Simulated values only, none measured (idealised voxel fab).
process module | voxel self aligned vias
The figure presents cross-section cut, which has a width of 260 nm and is divided into square cells with an edge length of 5 nm.
Each cross-section below is a grid of square cells, stated as bands in top-down order, with one or more rows of cells making up each band.
Band entry format. Leading values: height of top, height of bottom, nm. Remainder: materials in left-to-right order, each with its width in nm. Special words: "throughout" on a single material, which then fills the band edge to edge; "blank", empty space.
Below 0: as-received wafer, all one material; heights counted from there. Lowest band: no bottom, goes on down, written "top 0, no bottom".
Think of "30 to 40" as a width that walks from the first number to the second as you go down the band, top row to bottom row, taking equal-sized steps from row to row.
Take "remained the same" at face value: in the step it is given for, the cross-section changed in none of its cells.
Any empty space of 8 cells or more lacking an open way to the top shows up in "Listed closed voids" as width x height at distance, distance from the left edge, in nm.
after a step's settings: what the simulator itself notes on the step
For masked steps, "overlay nm" on the step line gives how far right of plan the mask actually lay; a minus sign means it lay to the left.

-- Steps planned for the process
step 1: RECEIVE: material Si
step 2: CONFORMAL_DEP: material SiO2, thk nm 15
step 3: CONFORMAL_DEP: material SiCN, thk nm 5
step 4: DIRECTIONAL_DEP: material lowk, thk nm 25
step 5: DIRECTIONAL_DEP: material aC, thk nm 10
step 6: PATTERN: tone open, mask id LINES, material resist, width nm 30, pitch nm 65, thk nm 25, overlay nm 0
step 7: DIRECTIONAL_ETCH: etch materials aC, depth nm 10
step 8: STRIP: etch materials resist
step 9: DIRECTIONAL_ETCH: etch materials lowk, depth nm 25
step 10: STRIP: etch materials aC
step 11: CONFORMAL_DEP: material TiN, thk nm 5
step 12: FILL_DEP: material W, thk nm 5
step 13: CMP: height nm 45
step 14: SELECTIVE_ETCH: etch materials W Ru TiN, depth nm 10
step 15: FILL_DEP: material SiN, thk nm 10
step 16: CMP: height nm 45
step 17: DIRECTIONAL_DEP: material lowk, thk nm 15
step 18: PATTERN: tone open, mask id VIAS, material resist, width nm 50, pitch nm 65, thk nm 15, overlay nm 0
step 19: DIRECTIONAL_ETCH: etch materials lowk, depth nm 15
step 20: DIRECTIONAL_ETCH: etch materials SiN, depth nm 10
step 21: STRIP: etch materials resist
step 22: CONFORMAL_DEP: material TiN, thk nm 5
step 23: FILL_DEP: material Ru, thk nm 10
step 24: CMP: height nm 60
step 25: CONFORMAL_DEP: material SiCN, thk nm 5

-- This is the cross-section of the wafer as we received it, i.e. after step 1
> top 0, no bottom = Si throughout
> Listed closed voids: none

-- Here's the wafer cut in cross-section after the module, started and planned just like above, except one thing was done wrong in the run
> top 65, bottom 60 = SiCN throughout
> top 60, bottom 50 = lowk (70), TiN (5), Ru (40), TiN (5), lowk (15), TiN (5), Ru (40), TiN (5), lowk (75)
> top 50, bottom 40 = lowk (70 to 80), TiN (15 to 5), Ru (20), TiN (15 to 5), lowk (15 to 35), TiN (15 to 5), Ru (20), TiN (15 to 5), lowk (75 to 85)
> top 40, bottom 30 = lowk (80), TiN (30), lowk (35), TiN (30), lowk (85)
> top 30, bottom 15 = SiCN throughout
> top 15, bottom 0 = SiO2 throughout
> top 0, no bottom = Si throughout
> Listed closed voids: none
Finding, execution versus plan: step 3 was run on a setting that differed from the plan, and what really ran there is CONFORMAL_DEP: material SiCN, thk nm 15
